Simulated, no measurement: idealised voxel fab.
Proc. module: voxel transistor to metal
cross-section cut | 280 nm wide | cells 5 nm
Cross-section format: a grid of square cells, given as bands from top to bottom; each band is one or more rows of cells.
What a band's entry tells you: where the top is and where the bottom is, as heights in nm, and after that what lies inside, material by material from left to right, each with its width in nm. Empty space is written as the word "air", and a single material marked with the word "edge to edge" occupies the band from edge to edge.
Below 0: as-received wafer, all one material; heights counted from there. Lowest band: no bottom, goes on down, written "0 down".
A width such as "30..40" changes by the same amount from each row of cells to the next, from the band's top row to its bottom row.
The designation "nothing got changed", where it is given for a processing step, indicates that no cell of the cross-section was altered in the course of that step.
The entry "Closed-off voids" lists the empty spaces that cover at least 8 cells and have no open path to the top. Each is written as width x height at distance, where the distance is measured from the left edge and all three values are in nm.
On a step's line, text after the settings is the simulator commenting on that step.
If you see "overlay nm" on a step's line and that step has a mask, it's telling you how far right of where it was planned the mask ended up; a negative number means it went left instead.
Read each pair as before and after one process step. The after cross-section shows only down to the lowest band that changed. The step between them and its settings are given below the pair. Pairs can come from different runs of this module on the same starting wafer. A pair continues from the pair above only where its "Pre-step view" entry says so.
Pre-step view
85 to 80  TiN 25 nm | air 20 nm | TiN 115 nm | air 20 nm | TiN 100 nm
80 to 65  lowk 20 nm | TiN 5 nm | air 20 nm | TiN 5 nm | lowk 105 nm | TiN 5 nm | air 20 nm | TiN 5 nm | lowk 95 nm
65 to 60  lowk 20 nm | TiN 10 nm | air 5 nm | TiN 15 nm | lowk 105 nm | TiN 10 nm | air 5 nm | TiN 15 nm | lowk 95 nm
60 to 50  lowk 25 nm | TiN 5 nm | air 5 nm | TiN 5 nm | lowk 120 nm | TiN 5 nm | air 5 nm | TiN 5 nm | lowk 105 nm
50 to 45  SiCN 25 nm | TiN 15 nm | SiCN 120 nm | TiN 15 nm | SiCN 105 nm
45 to 25  lowk 20 nm | SiCN 5 nm | Ru 20 nm | SiCN 5 nm | lowk 45 nm | SiCN 5 nm | Ru 20 nm | SiCN 5 nm | lowk 30 nm | SiCN 5 nm | Ru 20 nm | SiCN 5 nm | lowk 45 nm | SiCN 5 nm | Ru 20 nm | SiCN 5 nm | lowk 20 nm
25 to 20  SiCN 25 nm | TiN 20 nm | SiCN 55 nm | TiN 20 nm | SiCN 40 nm | TiN 20 nm | SiCN 55 nm | TiN 20 nm | SiCN 25 nm
20 to 10  SiO2 25 nm | TiN 5 nm | W 10 nm | TiN 5 nm | SiO2 55 nm | TiN 5 nm | W 10 nm | TiN 5 nm | SiO2 40 nm | TiN 5 nm | W 10 nm | TiN 5 nm | SiO2 55 nm | TiN 5 nm | W 10 nm | TiN 5 nm | SiO2 25 nm
10 to 0  SiO2 25 nm | TiN 5 nm | W 10..5 nm | TiN 5..10 nm | SiO2 5 nm | SiN 5 nm | HfO2 5 nm | TiN 5 nm | W 15 nm | TiN 5 nm | HfO2 5 nm | SiN 5 nm | SiO2 5 nm | TiN 5..10 nm | W 10..5 nm | TiN 5 nm | SiO2 40 nm | TiN 5 nm | W 10..5 nm | TiN 5..10 nm | SiO2 5 nm | SiN 5 nm | HfO2 5 nm | TiN 5 nm | W 15 nm | TiN 5 nm | HfO2 5 nm | SiN 5 nm | SiO2 5 nm | TiN 5..10 nm | W 10..5 nm | TiN 5 nm | SiO2 25 nm
0 to -5  SiO2 25 nm | TiN 15 nm | nSi 10 nm | SiN 5 nm | HfO2 5 nm | TiN 25 nm | HfO2 5 nm | SiN 5 nm | nSi 10 nm | TiN 15 nm | SiO2 40 nm | TiN 15 nm | nSi 10 nm | SiN 5 nm | HfO2 5 nm | TiN 25 nm | HfO2 5 nm | SiN 5 nm | nSi 10 nm | TiN 15 nm | SiO2 25 nm
-5 to -10  SiO2 20 nm | nSi 30 nm | SiO2 5 nm | HfO2 35 nm | SiO2 5 nm | nSi 30 nm | SiO2 30 nm | nSi 30 nm | SiO2 5 nm | HfO2 35 nm | SiO2 5 nm | nSi 30 nm | SiO2 20 nm
-10 to -15  SiO2 25 nm | nSi 25 nm | Si 45 nm | nSi 25 nm | SiO2 40 nm | nSi 25 nm | Si 45 nm | nSi 25 nm | SiO2 25 nm
-15 to -30  SiO2 25 nm | Si 95 nm | SiO2 40 nm | Si 95 nm | SiO2 25 nm
-30 down  Si edge to edge
Closed-off voids: none
Sectional View, Post-Process
90 to 85  Ru edge to edge
85 to 80  TiN 25 nm | Ru 20 nm | TiN 115 nm | Ru 20 nm | TiN 100 nm
80 to 65  lowk 20 nm | TiN 5 nm | Ru 20 nm | TiN 5 nm | lowk 105 nm | TiN 5 nm | Ru 20 nm | TiN 5 nm | lowk 95 nm
65 to 60  lowk 20 nm | TiN 10 nm | Ru 5 nm | TiN 15 nm | lowk 105 nm | TiN 10 nm | Ru 5 nm | TiN 15 nm | lowk 95 nm
60 to 50  lowk 25 nm | TiN 5 nm | Ru 5 nm | TiN 5 nm | lowk 120 nm | TiN 5 nm | Ru 5 nm | TiN 5 nm | lowk 105 nm
No changes below 50.
Closed-off voids: none
The step occurring between the two cross-sections depicted above is identified as FILL_DEP [material Ru] [thk nm 5]
Pre-step view: after-step cross-section of the pair just above applies.
Sectional View, Post-Process
80 to 65  lowk 20 nm | TiN 5 nm | Ru 20 nm | TiN 5 nm | lowk 105 nm | TiN 5 nm | Ru 20 nm | TiN 5 nm | lowk 95 nm
No changes below 65.
Closed-off voids: none
The step occurring between the two cross-sections depicted above is identified as CMP [height nm 80]
Pre-step view: after-step cross-section of the pair just above applies.
Sectional View, Post-Process
85 to 80  SiN edge to edge
No changes below 80.
Closed-off voids: none
The step occurring between the two cross-sections depicted above is identified as CONFORMAL_DEP [material SiN] [thk nm 5]
Pre-step view
30 to 20  aC edge to edge
20 to 10  SiO2 edge to edge
10 to 0  SiO2 50 nm | SiN 5 nm | HfO2 5 nm | TiN 5 nm | W 15 nm | TiN 5 nm | HfO2 5 nm | SiN 5 nm | SiO2 90 nm | SiN 5 nm | HfO2 5 nm | TiN 5 nm | W 15 nm | TiN 5 nm | HfO2 5 nm | SiN 5 nm | SiO2 50 nm
0 to -5  SiO2 40 nm | nSi 10 nm | SiN 5 nm | HfO2 5 nm | TiN 25 nm | HfO2 5 nm | SiN 5 nm | nSi 10 nm | SiO2 70 nm | nSi 10 nm | SiN 5 nm | HfO2 5 nm | TiN 25 nm | HfO2 5 nm | SiN 5 nm | nSi 10 nm | SiO2 40 nm
-5 to -10  SiO2 20 nm | nSi 30 nm | SiO2 5 nm | HfO2 35 nm | SiO2 5 nm | nSi 30 nm | SiO2 30 nm | nSi 30 nm | SiO2 5 nm | HfO2 35 nm | SiO2 5 nm | nSi 30 nm | SiO2 20 nm
-10 to -15  SiO2 25 nm | nSi 25 nm | Si 45 nm | nSi 25 nm | SiO2 40 nm | nSi 25 nm | Si 45 nm | nSi 25 nm | SiO2 25 nm
-15 to -30  SiO2 25 nm | Si 95 nm | SiO2 40 nm | Si 95 nm | SiO2 25 nm
-30 down  Si edge to edge
Closed-off voids: none
Sectional View, Post-Process
60 to 30  resist 35 nm | air 20 nm | resist 55 nm | air 20 nm | resist 40 nm | air 20 nm | resist 55 nm | air 20 nm | resist 15 nm
No changes below 30.
Closed-off voids: none
The step occurring between the two cross-sections depicted above is identified as PATTERN [tone open] [mask id CONTACT] [material resist] [width nm 20] [thk nm 30] [overlay nm 10]
Pre-step view: after-step cross-section of the pair just above applies.
Sectional View, Post-Process
50 to 30  resist 35 nm | air 20 nm | resist 55 nm | air 20 nm | resist 40 nm | air 20 nm | resist 55 nm | air 20 nm | resist 15 nm
30 to 20  aC 35 nm | air 20 nm | aC 55 nm | air 20 nm | aC 40 nm | air 20 nm | aC 55 nm | air 20 nm | aC 15 nm
No changes below 20.
Closed-off voids: none
The step occurring between the two cross-sections depicted above is identified as DIRECTIONAL_ETCH [etch materials aC] [depth nm 10]
Pre-step view: after-step cross-section of the pair just above applies.
Sectional View, Post-Process
30 to 20  aC 35 nm | air 20 nm | aC 55 nm | air 20 nm | aC 40 nm | air 20 nm | aC 55 nm | air 20 nm | aC 15 nm
No changes below 20.
Closed-off voids: none
The step occurring between the two cross-sections depicted above is identified as STRIP [etch materials resist]
Pre-step view: after-step cross-section of the pair just above applies.
Sectional View, Post-Process
30 to 20  aC 35 nm | air 20 nm | aC 55 nm | air 20 nm | aC 40 nm | air 20 nm | aC 55 nm | air 20 nm | aC 15 nm
20 to 10  SiO2 35 nm | air 20 nm | SiO2 55 nm | air 20 nm | SiO2 40 nm | air 20 nm | SiO2 55 nm | air 20 nm | SiO2 15 nm
10 to 0  SiO2 35 nm | air 15 nm | SiN 5 nm | HfO2 5 nm | TiN 5 nm | W 15 nm | TiN 5 nm | HfO2 5 nm | SiN 5 nm | SiO2 15 nm | air 20 nm | SiO2 40 nm | air 15 nm | SiN 5 nm | HfO2 5 nm | TiN 5 nm | W 15 nm | TiN 5 nm | HfO2 5 nm | SiN 5 nm | SiO2 15 nm | air 20 nm | SiO2 15 nm
0 to -5  SiO2 35 nm | air 5 nm | nSi 10 nm | SiN 5 nm | HfO2 5 nm | TiN 25 nm | HfO2 5 nm | SiN 5 nm | nSi 10 nm | SiO2 5 nm | air 20 nm | SiO2 40 nm | air 5 nm | nSi 10 nm | SiN 5 nm | HfO2 5 nm | TiN 25 nm | HfO2 5 nm | SiN 5 nm | nSi 10 nm | SiO2 5 nm | air 20 nm | SiO2 15 nm
No changes below -5.
Closed-off voids: none
The step occurring between the two cross-sections depicted above is identified as DIRECTIONAL_ETCH [etch materials SiO2] [depth nm 25]
Pre-step view: after-step cross-section of the pair just above applies.
Sectional View, Post-Process
20 to 10  SiO2 35 nm | air 20 nm | SiO2 55 nm | air 20 nm | SiO2 40 nm | air 20 nm | SiO2 55 nm | air 20 nm | SiO2 15 nm
No changes below 10.
Closed-off voids: none
The step occurring between the two cross-sections depicted above is identified as STRIP [etch materials aC]
Pre-step view: after-step cross-section of the pair just above applies.
Sectional View, Post-Process
25 to 20  TiN 40 nm | air 10 nm | TiN 65 nm | air 10 nm | TiN 50 nm | air 10 nm | TiN 65 nm | air 10 nm | TiN 20 nm
20 to 10  SiO2 35 nm | TiN 5 nm | air 10..5 nm | TiN 5..10 nm | SiO2 55 nm | TiN 5 nm | air 10 nm | TiN 5 nm | SiO2 40 nm | TiN 5 nm | air 10..5 nm | TiN 5..10 nm | SiO2 55 nm | TiN 5 nm | air 10 nm | TiN 5 nm | SiO2 15 nm
10 to 5  SiO2 35 nm | TiN 5 nm | air 5 nm | TiN 5 nm | SiN 5 nm | HfO2 5 nm | TiN 5 nm | W 15 nm | TiN 5 nm | HfO2 5 nm | SiN 5 nm | SiO2 15 nm | TiN 5 nm | air 10 nm | TiN 5 nm | SiO2 40 nm | TiN 5 nm | air 5 nm | TiN 5 nm | SiN 5 nm | HfO2 5 nm | TiN 5 nm | W 15 nm | TiN 5 nm | HfO2 5 nm | SiN 5 nm | SiO2 15 nm | TiN 5 nm | air 10 nm | TiN 5 nm | SiO2 15 nm
5 to 0  SiO2 35 nm | TiN 15 nm | SiN 5 nm | HfO2 5 nm | TiN 5 nm | W 15 nm | TiN 5 nm | HfO2 5 nm | SiN 5 nm | SiO2 15 nm | TiN 5 nm | air 10 nm | TiN 5 nm | SiO2 40 nm | TiN 15 nm | SiN 5 nm | HfO2 5 nm | TiN 5 nm | W 15 nm | TiN 5 nm | HfO2 5 nm | SiN 5 nm | SiO2 15 nm | TiN 5 nm | air 10 nm | TiN 5 nm | SiO2 15 nm
0 to -5  SiO2 35 nm | TiN 5 nm | nSi 10 nm | SiN 5 nm | HfO2 5 nm | TiN 25 nm | HfO2 5 nm | SiN 5 nm | nSi 10 nm | SiO2 5 nm | TiN 20 nm | SiO2 40 nm | TiN 5 nm | nSi 10 nm | SiN 5 nm | HfO2 5 nm | TiN 25 nm | HfO2 5 nm | SiN 5 nm | nSi 10 nm | SiO2 5 nm | TiN 20 nm | SiO2 15 nm
No changes below -5.
Closed-off voids: none
The step occurring between the two cross-sections depicted above is identified as CONFORMAL_DEP [material TiN] [thk nm 5]
Pre-step view: after-step cross-section of the pair just above applies.
Sectional View, Post-Process
35 to 25  W edge to edge
25 to 20  TiN 40 nm | W 10 nm | TiN 65 nm | W 10 nm | TiN 50 nm | W 10 nm | TiN 65 nm | W 10 nm | TiN 20 nm
20 to 10  SiO2 35 nm | TiN 5 nm | W 10..5 nm | TiN 5..10 nm | SiO2 55 nm | TiN 5 nm | W 10 nm | TiN 5 nm | SiO2 40 nm | TiN 5 nm | W 10..5 nm | TiN 5..10 nm | SiO2 55 nm | TiN 5 nm | W 10 nm | TiN 5 nm | SiO2 15 nm
10 to 5  SiO2 35 nm | TiN 5 nm | W 5 nm | TiN 5 nm | SiN 5 nm | HfO2 5 nm | TiN 5 nm | W 15 nm | TiN 5 nm | HfO2 5 nm | SiN 5 nm | SiO2 15 nm | TiN 5 nm | W 10 nm | TiN 5 nm | SiO2 40 nm | TiN 5 nm | W 5 nm | TiN 5 nm | SiN 5 nm | HfO2 5 nm | TiN 5 nm | W 15 nm | TiN 5 nm | HfO2 5 nm | SiN 5 nm | SiO2 15 nm | TiN 5 nm | W 10 nm | TiN 5 nm | SiO2 15 nm
5 to 0  SiO2 35 nm | TiN 15 nm | SiN 5 nm | HfO2 5 nm | TiN 5 nm | W 15 nm | TiN 5 nm | HfO2 5 nm | SiN 5 nm | SiO2 15 nm | TiN 5 nm | W 10 nm | TiN 5 nm | SiO2 40 nm | TiN 15 nm | SiN 5 nm | HfO2 5 nm | TiN 5 nm | W 15 nm | TiN 5 nm | HfO2 5 nm | SiN 5 nm | SiO2 15 nm | TiN 5 nm | W 10 nm | TiN 5 nm | SiO2 15 nm
No changes below 0.
Closed-off voids: none
The step occurring between the two cross-sections depicted above is identified as FILL_DEP [material W] [thk nm 10]
Pre-step view: after-step cross-section of the pair just above applies.
Sectional View, Post-Process
20 to 10  SiO2 35 nm | TiN 5 nm | W 10..5 nm | TiN 5..10 nm | SiO2 55 nm | TiN 5 nm | W 10 nm | TiN 5 nm | SiO2 40 nm | TiN 5 nm | W 10..5 nm | TiN 5..10 nm | SiO2 55 nm | TiN 5 nm | W 10 nm | TiN 5 nm | SiO2 15 nm
No changes below 10.
Closed-off voids: none
The step occurring between the two cross-sections depicted above is identified as CMP [height nm 20]
Pre-step view: after-step cross-section of the pair just above applies.
Sectional View, Post-Process
25 to 20  TiN edge to edge
No changes below 20.
Closed-off voids: none
The step occurring between the two cross-sections depicted above is identified as DIRECTIONAL_DEP [material TiN] [thk nm 5]
Pre-step view: after-step cross-section of the pair just above applies.
Sectional View, Post-Process
45 to 25  Ru edge to edge
No changes below 25.
Closed-off voids: none
The step occurring between the two cross-sections depicted above is identified as DIRECTIONAL_DEP [material Ru] [thk nm 20]
Pre-step view: after-step cross-section of the pair just above applies.
Sectional View, Post-Process
65 to 45  air 25 nm | resist 20 nm | air 55 nm | resist 20 nm | air 40 nm | resist 20 nm | air 55 nm | resist 20 nm | air 25 nm
No changes below 45.
Closed-off voids: none
The step occurring between the two cross-sections depicted above is identified as PATTERN [tone cover] [mask id METAL_1] [material resist] [width nm 20] [thk nm 20] [overlay nm 0]
Pre-step view: after-step cross-section of the pair just above applies.
Sectional View, Post-Process
65 to 45  air 25 nm | resist 20 nm | air 55 nm | resist 20 nm | air 40 nm | resist 20 nm | air 55 nm | resist 20 nm | air 25 nm
45 to 25  air 25 nm | Ru 20 nm | air 55 nm | Ru 20 nm | air 40 nm | Ru 20 nm | air 55 nm | Ru 20 nm | air 25 nm
No changes below 25.
Closed-off voids: none
The step occurring between the two cross-sections depicted above is identified as DIRECTIONAL_ETCH [etch materials Ru] [depth nm 20]
Pre-step view: after-step cross-section of the pair just above applies.
Sectional View, Post-Process
65 to 45  air 25 nm | resist 20 nm | air 55 nm | resist 20 nm | air 40 nm | resist 20 nm | air 55 nm | resist 20 nm | air 25 nm
45 to 25  air 25 nm | Ru 20 nm | air 55 nm | Ru 20 nm | air 40 nm | Ru 20 nm | air 55 nm | Ru 20 nm | air 25 nm
25 to 20  air 25 nm | TiN 20 nm | air 55 nm | TiN 20 nm | air 40 nm | TiN 20 nm | air 55 nm | TiN 20 nm | air 25 nm
No changes below 20.
Closed-off voids: none
The step occurring between the two cross-sections depicted above is identified as DIRECTIONAL_ETCH [etch materials TiN] [depth nm 5]
Pre-step view: after-step cross-section of the pair just above applies.
Sectional View, Post-Process
45 to 25  air 25 nm | Ru 20 nm | air 55 nm | Ru 20 nm | air 40 nm | Ru 20 nm | air 55 nm | Ru 20 nm | air 25 nm
No changes below 25.
Closed-off voids: none
The step occurring between the two cross-sections depicted above is identified as STRIP [etch materials resist]
Pre-step view: after-step cross-section of the pair just above applies.
Sectional View, Post-Process
50 to 45  air 20 nm | SiCN 30 nm | air 45 nm | SiCN 30 nm | air 30 nm | SiCN 30 nm | air 45 nm | SiCN 30 nm | air 20 nm
45 to 25  air 20 nm | SiCN 5 nm | Ru 20 nm | SiCN 5 nm | air 45 nm | SiCN 5 nm | Ru 20 nm | SiCN 5 nm | air 30 nm | SiCN 5 nm | Ru 20 nm | SiCN 5 nm | air 45 nm | SiCN 5 nm | Ru 20 nm | SiCN 5 nm | air 20 nm
25 to 20  SiCN 25 nm | TiN 20 nm | SiCN 55 nm | TiN 20 nm | SiCN 40 nm | TiN 20 nm | SiCN 55 nm | TiN 20 nm | SiCN 25 nm
No changes below 20.
Closed-off voids: none
The step occurring between the two cross-sections depicted above is identified as CONFORMAL_DEP [material SiCN] [thk nm 5]
Pre-step view: after-step cross-section of the pair just above applies.
Sectional View, Post-Process
60 to 50  lowk edge to edge
50 to 45  lowk 20 nm | SiCN 30 nm | lowk 45 nm | SiCN 30 nm | lowk 30 nm | SiCN 30 nm | lowk 45 nm | SiCN 30 nm | lowk 20 nm
45 to 25  lowk 20 nm | SiCN 5 nm | Ru 20 nm | SiCN 5 nm | lowk 45 nm | SiCN 5 nm | Ru 20 nm | SiCN 5 nm | lowk 30 nm | SiCN 5 nm | Ru 20 nm | SiCN 5 nm | lowk 45 nm | SiCN 5 nm | Ru 20 nm | SiCN 5 nm | lowk 20 nm
No changes below 25.
Closed-off voids: none
The step occurring between the two cross-sections depicted above is identified as FILL_DEP [material lowk] [thk nm 10]
Pre-step view: after-step cross-section of the pair just above applies.
Sectional View, Post-Process
45 to 25  lowk 20 nm | SiCN 5 nm | Ru 20 nm | SiCN 5 nm | lowk 45 nm | SiCN 5 nm | Ru 20 nm | SiCN 5 nm | lowk 30 nm | SiCN 5 nm | Ru 20 nm | SiCN 5 nm | lowk 45 nm | SiCN 5 nm | Ru 20 nm | SiCN 5 nm | lowk 20 nm
No changes below 25.
Closed-off voids: none
The step occurring between the two cross-sections depicted above is identified as CMP [height nm 45]
Pre-step view: after-step cross-section of the pair just above applies.
Sectional View, Post-Process
50 to 45  SiCN edge to edge
No changes below 45.
Closed-off voids: none
The step occurring between the two cross-sections depicted above is identified as CONFORMAL_DEP [material SiCN] [thk nm 5]
Pre-step view: after-step cross-section of the pair just above applies.
Sectional View, Post-Process
80 to 50  lowk edge to edge
No changes below 50.
Closed-off voids: none
The step occurring between the two cross-sections depicted above is identified as DIRECTIONAL_DEP [material lowk] [thk nm 30]
Pre-step view: after-step cross-section of the pair just above applies.
Sectional View, Post-Process
95 to 80  resist 25 nm | air 20 nm | resist 115 nm | air 20 nm | resist 100 nm
No changes below 80.
Closed-off voids: none
The step occurring between the two cross-sections depicted above is identified as PATTERN [tone open] [mask id METAL_2] [material resist] [width nm 20] [pitch nm 135] [thk nm 15] [overlay nm 0]
Pre-step view: after-step cross-section of the pair just above applies.
Sectional View, Post-Process
95 to 80  resist 25 nm | air 20 nm | resist 115 nm | air 20 nm | resist 100 nm
80 to 60  lowk 25 nm | air 20 nm | lowk 115 nm | air 20 nm | lowk 100 nm
No changes below 60.
Closed-off voids: none
The step occurring between the two cross-sections depicted above is identified as DIRECTIONAL_ETCH [etch materials lowk] [depth nm 20]
Pre-step view: after-step cross-section of the pair just above applies.
Sectional View, Post-Process
80 to 60  lowk 25 nm | air 20 nm | lowk 115 nm | air 20 nm | lowk 100 nm
No changes below 60.
Closed-off voids: none
The step occurring between the two cross-sections depicted above is identified as STRIP [etch materials resist]
Pre-step view: after-step cross-section of the pair just above applies.
Sectional View, Post-Process
95 to 80  resist 25 nm | air 15 nm | resist 120 nm | air 15 nm | resist 105 nm
80 to 60  lowk 25 nm | air 15 nm | resist 5 nm | lowk 115 nm | air 15 nm | resist 5 nm | lowk 100 nm
No changes below 60.
Closed-off voids: none
The step occurring between the two cross-sections depicted above is identified as PATTERN [tone open] [mask id METAL_2_HOLES] [material resist] [width nm 15] [pitch nm 135] [thk nm 15] [overlay nm 0]
Pre-step view: after-step cross-section of the pair just above applies.
Sectional View, Post-Process
95 to 80  resist 25 nm | air 15 nm | resist 120 nm | air 15 nm | resist 105 nm
80 to 60  lowk 25 nm | air 15 nm | resist 5 nm | lowk 115 nm | air 15 nm | resist 5 nm | lowk 100 nm
60 to 50  lowk 25 nm | air 15 nm | lowk 120 nm | air 15 nm | lowk 105 nm
No changes below 50.
Closed-off voids: none
The step occurring between the two cross-sections depicted above is identified as DIRECTIONAL_ETCH [etch materials lowk] [depth nm 10]
Pre-step view: after-step cross-section of the pair just above applies.
Sectional View, Post-Process
95 to 80  resist 25 nm | air 15 nm | resist 120 nm | air 15 nm | resist 105 nm
80 to 60  lowk 25 nm | air 15 nm | resist 5 nm | lowk 115 nm | air 15 nm | resist 5 nm | lowk 100 nm
60 to 50  lowk 25 nm | air 15 nm | lowk 120 nm | air 15 nm | lowk 105 nm
50 to 45  SiCN 25 nm | air 15 nm | SiCN 120 nm | air 15 nm | SiCN 105 nm
No changes below 45.
Closed-off voids: none
The step occurring between the two cross-sections depicted above is identified as DIRECTIONAL_ETCH [etch materials SiCN] [depth nm 5]
Pre-step view: after-step cross-section of the pair just above applies.
Sectional View, Post-Process
80 to 60  lowk 25 nm | air 20 nm | lowk 115 nm | air 20 nm | lowk 100 nm
No changes below 60.
Closed-off voids: none
The step occurring between the two cross-sections depicted above is identified as STRIP [etch materials resist]
Pre-step view: after-step cross-section of the pair just above applies.
Sectional View, Post-Process
85 to 80  TiN 30 nm | air 10 nm | TiN 125 nm | air 10 nm | TiN 105 nm
80 to 65  lowk 25 nm | TiN 5 nm | air 10 nm | TiN 5 nm | lowk 115 nm | TiN 5 nm | air 10 nm | TiN 5 nm | lowk 100 nm
65 to 60  lowk 25 nm | TiN 5 nm | air 5 nm | TiN 10 nm | lowk 115 nm | TiN 5 nm | air 5 nm | TiN 10 nm | lowk 100 nm
60 to 50  lowk 25 nm | TiN 5 nm | air 5 nm | TiN 5 nm | lowk 120 nm | TiN 5 nm | air 5 nm | TiN 5 nm | lowk 105 nm
50 to 45  SiCN 25 nm | TiN 15 nm | SiCN 120 nm | TiN 15 nm | SiCN 105 nm
No changes below 45.
Closed-off voids: none
The step occurring between the two cross-sections depicted above is identified as CONFORMAL_DEP [material TiN] [thk nm 5]
Pre-step view: after-step cross-section of the pair just above applies.
Sectional View, Post-Process
90 to 85  Ru edge to edge
85 to 80  TiN 30 nm | Ru 10 nm | TiN 125 nm | Ru 10 nm | TiN 105 nm
80 to 65  lowk 25 nm | TiN 5 nm | Ru 10 nm | TiN 5 nm | lowk 115 nm | TiN 5 nm | Ru 10 nm | TiN 5 nm | lowk 100 nm
65 to 60  lowk 25 nm | TiN 5 nm | Ru 5 nm | TiN 10 nm | lowk 115 nm | TiN 5 nm | Ru 5 nm | TiN 10 nm | lowk 100 nm
60 to 50  lowk 25 nm | TiN 5 nm | Ru 5 nm | TiN 5 nm | lowk 120 nm | TiN 5 nm | Ru 5 nm | TiN 5 nm | lowk 105 nm
No changes below 50.
Closed-off voids: none
The step occurring between the two cross-sections depicted above is identified as FILL_DEP [material Ru] [thk nm 5]
Pre-step view: after-step cross-section of the pair just above applies.
Sectional View, Post-Process
80 to 65  lowk 25 nm | TiN 5 nm | Ru 10 nm | TiN 5 nm | lowk 115 nm | TiN 5 nm | Ru 10 nm | TiN 5 nm | lowk 100 nm
No changes below 65.
Closed-off voids: none
The step occurring between the two cross-sections depicted above is identified as CMP [height nm 80]
Pre-step view: after-step cross-section of the pair just above applies.
Sectional View, Post-Process
85 to 80  SiN edge to edge
No changes below 80.
Closed-off voids: none
The step occurring between the two cross-sections depicted above is identified as CONFORMAL_DEP [material SiN] [thk nm 5]
Pre-step view
20 to 15  air 45 nm | HfO2 15 nm | air 25 nm | HfO2 15 nm | air 80 nm | HfO2 15 nm | air 25 nm | HfO2 15 nm | air 45 nm
15 to 10  HfO2 50 nm | SiN 5 nm | HfO2 5 nm | air 25 nm | HfO2 5 nm | SiN 5 nm | HfO2 90 nm | SiN 5 nm | HfO2 5 nm | air 25 nm | HfO2 5 nm | SiN 5 nm | HfO2 50 nm
10 to 0  SiO2 50 nm | SiN 5 nm | HfO2 5 nm | air 25 nm | HfO2 5 nm | SiN 5 nm | SiO2 90 nm | SiN 5 nm | HfO2 5 nm | air 25 nm | HfO2 5 nm | SiN 5 nm | SiO2 50 nm
0 to -5  SiO2 40 nm | nSi 10 nm | SiN 5 nm | HfO2 5 nm | air 25 nm | HfO2 5 nm | SiN 5 nm | nSi 10 nm | SiO2 70 nm | nSi 10 nm | SiN 5 nm | HfO2 5 nm | air 25 nm | HfO2 5 nm | SiN 5 nm | nSi 10 nm | SiO2 40 nm
-5 to -10  SiO2 20 nm | nSi 30 nm | SiO2 5 nm | HfO2 35 nm | SiO2 5 nm | nSi 30 nm | SiO2 30 nm | nSi 30 nm | SiO2 5 nm | HfO2 35 nm | SiO2 5 nm | nSi 30 nm | SiO2 20 nm
-10 to -15  SiO2 25 nm | nSi 25 nm | Si 45 nm | nSi 25 nm | SiO2 40 nm | nSi 25 nm | Si 45 nm | nSi 25 nm | SiO2 25 nm
-15 to -30  SiO2 25 nm | Si 95 nm | SiO2 40 nm | Si 95 nm | SiO2 25 nm
-30 down  Si edge to edge
Closed-off voids: none
Sectional View, Post-Process
25 to 20  air 40 nm | SiO2 25 nm | air 15 nm | SiO2 25 nm | air 70 nm | SiO2 25 nm | air 15 nm | SiO2 25 nm | air 40 nm
20 to 15  SiO2 45 nm | HfO2 15 nm | SiO2 5 nm | air 15 nm | SiO2 5 nm | HfO2 15 nm | SiO2 80 nm | HfO2 15 nm | SiO2 5 nm | air 15 nm | SiO2 5 nm | HfO2 15 nm | SiO2 45 nm
15 to 10  HfO2 50 nm | SiN 5 nm | HfO2 5 nm | SiO2 5 nm | air 15 nm | SiO2 5 nm | HfO2 5 nm | SiN 5 nm | HfO2 90 nm | SiN 5 nm | HfO2 5 nm | SiO2 5 nm | air 15 nm | SiO2 5 nm | HfO2 5 nm | SiN 5 nm | HfO2 50 nm
10 to 0  SiO2 50 nm | SiN 5 nm | HfO2 5 nm | SiO2 5 nm | air 15 nm | SiO2 5 nm | HfO2 5 nm | SiN 5 nm | SiO2 90 nm | SiN 5 nm | HfO2 5 nm | SiO2 5 nm | air 15 nm | SiO2 5 nm | HfO2 5 nm | SiN 5 nm | SiO2 50 nm
0 to -5  SiO2 40 nm | nSi 10 nm | SiN 5 nm | HfO2 5 nm | SiO2 25 nm | HfO2 5 nm | SiN 5 nm | nSi 10 nm | SiO2 70 nm | nSi 10 nm | SiN 5 nm | HfO2 5 nm | SiO2 25 nm | HfO2 5 nm | SiN 5 nm | nSi 10 nm | SiO2 40 nm
No changes below -5.
Closed-off voids: none
The step occurring between the two cross-sections depicted above is identified as CONFORMAL_DEP [material SiO2] [thk nm 5]
Pre-step view: after-step cross-section of the pair just above applies.
Sectional View, Post-Process
30 to 25  W edge to edge
25 to 20  W 40 nm | SiO2 25 nm | W 15 nm | SiO2 25 nm | W 70 nm | SiO2 25 nm | W 15 nm | SiO2 25 nm | W 40 nm
20 to 15  SiO2 45 nm | HfO2 15 nm | SiO2 5 nm | W 15 nm | SiO2 5 nm | HfO2 15 nm | SiO2 80 nm | HfO2 15 nm | SiO2 5 nm | W 15 nm | SiO2 5 nm | HfO2 15 nm | SiO2 45 nm
15 to 10  HfO2 50 nm | SiN 5 nm | HfO2 5 nm | SiO2 5 nm | W 15 nm | SiO2 5 nm | HfO2 5 nm | SiN 5 nm | HfO2 90 nm | SiN 5 nm | HfO2 5 nm | SiO2 5 nm | W 15 nm | SiO2 5 nm | HfO2 5 nm | SiN 5 nm | HfO2 50 nm
10 to 0  SiO2 50 nm | SiN 5 nm | HfO2 5 nm | SiO2 5 nm | W 15 nm | SiO2 5 nm | HfO2 5 nm | SiN 5 nm | SiO2 90 nm | SiN 5 nm | HfO2 5 nm | SiO2 5 nm | W 15 nm | SiO2 5 nm | HfO2 5 nm | SiN 5 nm | SiO2 50 nm
No changes below 0.
Closed-off voids: none
The step occurring between the two cross-sections depicted above is identified as FILL_DEP [material W] [thk nm 5]
Pre-step view: after-step cross-section of the pair just above applies.
Sectional View, Post-Process
10 to 0  SiO2 50 nm | SiN 5 nm | HfO2 5 nm | SiO2 5 nm | W 15 nm | SiO2 5 nm | HfO2 5 nm | SiN 5 nm | SiO2 90 nm | SiN 5 nm | HfO2 5 nm | SiO2 5 nm | W 15 nm | SiO2 5 nm | HfO2 5 nm | SiN 5 nm | SiO2 50 nm
No changes below 0.
Closed-off voids: none
The step occurring between the two cross-sections depicted above is identified as CMP [height nm 10]
Pre-step view: after-step cross-section of the pair just above applies.
Sectional View, Post-Process
20 to 10  SiO2 edge to edge
No changes below 10.
Closed-off voids: none
The step occurring between the two cross-sections depicted above is identified as DIRECTIONAL_DEP [material SiO2] [thk nm 10]
Pre-step view: after-step cross-section of the pair just above applies.
Sectional View, Post-Process
30 to 20  aC edge to edge
No changes below 20.
Closed-off voids: none
The step occurring between the two cross-sections depicted above is identified as DIRECTIONAL_DEP [material aC] [thk nm 10]
Pre-step view: after-step cross-section of the pair just above applies.
Sectional View, Post-Process
60 to 30  resist 25 nm | air 20 nm | resist 55 nm | air 20 nm | resist 40 nm | air 20 nm | resist 55 nm | air 20 nm | resist 25 nm
No changes below 30.
Closed-off voids: none
The step occurring between the two cross-sections depicted above is identified as PATTERN [tone open] [mask id CONTACT] [material resist] [width nm 20] [thk nm 30] [overlay nm 0]
